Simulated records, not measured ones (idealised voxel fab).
process module | voxel capacitor over wiring
cross-section cut | 140 nm wide | cells 5 nm
A cross-section is a grid of square cells, given in bands from the top down. A band is one or more rows of cells.
Each band's line starts with the height of the band's top and of its bottom, in nm. Then come its materials from left to right, each with its width in nm. One material with "throughout" fills the band from edge to edge. "air" is empty space.
Height 0 is the level under which the wafer as received is all one material. The lowest band goes on downwards, as in "0 down".
A width such as "30 to 40" changes by the same amount from each row of cells to the next, from the band's top row to its bottom row.
"no change" after a step means that no cell of the cross-section changed.
closed voids: empty space of 8 cells or more with no open way to the top, each as width x height at its distance from the left edge, in nm
after a step's settings: what the simulator itself notes on the step
overlay nm, on a step with a mask: how far to the right of its planned place the mask lay; to the left if negative
plan
1 op RECEIVE | material Si
2 op CONFORMAL_DEP | material SiO2 | thk nm 15
3 op DIRECTIONAL_DEP | material TiN | thk nm 5
4 op DIRECTIONAL_DEP | material Ru | thk nm 15
5 op PATTERN | tone cover | mask id METAL_1 | material resist | width nm 25 | pitch nm 85 | thk nm 15 | overlay nm 0
6 op DIRECTIONAL_ETCH | etch materials Ru | depth nm 15
7 op DIRECTIONAL_ETCH | etch materials TiN | depth nm 5
8 op STRIP | etch materials resist
9 op FILL_DEP | material lowk | thk nm 10
10 op CMP | height nm 35
11 op CONFORMAL_DEP | material SiCN | thk nm 5
12 op DIRECTIONAL_DEP | material lowk | thk nm 10
13 op PATTERN | tone open | mask id PLUG_1 | material resist | width nm 15 | thk nm 15 | overlay nm 0
14 op DIRECTIONAL_ETCH | etch materials lowk | depth nm 20
15 op DIRECTIONAL_ETCH | etch materials SiCN | depth nm 5
16 op STRIP | etch materials resist
17 op EPI | material Ru | thk nm 10
18 op EPI | material Ru | thk nm 10
19 op EPI | material Ru | thk nm 5
20 op DIRECTIONAL_DEP | material TiN | thk nm 10
21 op DIRECTIONAL_DEP | material SiN | thk nm 5
22 op DIRECTIONAL_DEP | material TiN | thk nm 5
23 op MASKED_ETCH | tone cover | mask id UPPER_PLATE | width nm 65 | etch materials TiN | depth nm 5 | overlay nm 0
24 op MASKED_ETCH | tone cover | mask id UPPER_PLATE | width nm 65 | etch materials SiN | depth nm 5 | overlay nm 0
25 op MASKED_ETCH | tone cover | mask id LOWER_PLATE | width nm 75 | etch materials TiN | depth nm 10 | overlay nm 0
26 op FILL_DEP | material SiO2 | thk nm 15
27 op CMP | height nm 90
28 op MASKED_ETCH | tone open | mask id PLUG_2 | width nm 15 | etch materials SiO2 | depth nm 10 | overlay nm 0
29 op CONFORMAL_DEP | material TiN | thk nm 5
30 op FILL_DEP | material Ru | thk nm 10
31 op CMP | height nm 90
32 op CONFORMAL_DEP | material SiCN | thk nm 5
varied across the wafers: thk nm of step 12. The plan shows the first wafer's value. All wafers start alike
first wafer as received, after step 1
  0 down: Si throughout
  closed voids: none
first wafer at the end, after step 32
  95 to 90: SiCN throughout
  90 to 85: SiO2 35 | TiN 5 | Ru 5 | TiN 5 | SiO2 90
  85 to 75: SiO2 35 to 25 | TiN 15 to 25 | SiO2 90
  75 to 70: SiO2 25 | SiN 25 | SiO2 90
  70 to 65: SiO2 20 | TiN 70 | SiO2 50
  65 to 60: SiO2 20 | TiN 30 | SiN 40 | SiO2 50
  60 to 50: SiO2 15 | Ru 35 | TiN 45 | SiO2 45
  50 to 40: lowk 25 | Ru 15 | lowk 100
  40 to 35: SiCN 25 | Ru 15 | SiCN 100
  35 to 20: lowk 15 | Ru 25 | lowk 60 | Ru 25 | lowk 15
  20 to 15: lowk 15 | TiN 25 | lowk 60 | TiN 25 | lowk 15
  15 to 0: SiO2 throughout
  0 down: Si throughout
  closed voids: none
last wafer at the end
  95 to 90: SiCN throughout
  90 to 85: SiO2 35 | TiN 5 | SiN 50 | SiO2 50
  85 to 75: SiO2 20 | TiN 5 | SiO2 10 to 15 | TiN 60 to 55 | SiO2 45
  75 to 70: lowk 25 | TiN 15 | lowk 100
  70 to 65: lowk 25 | SiN 15 | lowk 100
  65 to 55: lowk 25 | TiN 15 | lowk 100
  55 to 40: lowk throughout
  40 to 35: SiCN throughout
  35 to 20: lowk 15 | Ru 25 | lowk 60 | Ru 25 | lowk 15
  20 to 15: lowk 15 | TiN 25 | lowk 60 | TiN 25 | lowk 15
  15 to 0: SiO2 throughout
  0 down: Si throughout
  closed voids: none
each wafer at the end: cells of each material gained (+) or lost (-) since it was received, then its closed voids
thk nm 10 | +54 Ru | +53 SiCN | +13 SiN | +232 SiO2 | +58 TiN | +122 lowk | closed voids: none
thk nm 15 | +48 Ru | +53 SiCN | +13 SiN | +213 SiO2 | +58 TiN | +147 lowk | closed voids: none
thk nm 20 | +46 Ru | +53 SiCN | +13 SiN | +190 SiO2 | +58 TiN | +172 lowk | closed voids: none
thk nm 25 | +30 Ru | +56 SiCN | +13 SiN | +176 SiO2 | +57 TiN | +200 lowk | closed voids: none
thk nm 30 | +30 Ru | +56 SiCN | +13 SiN | +150 SiO2 | +55 TiN | +228 lowk | closed voids: none
thk nm 35 | +30 Ru | +56 SiCN | +13 SiN | +132 SiO2 | +45 TiN | +256 lowk | closed voids: none
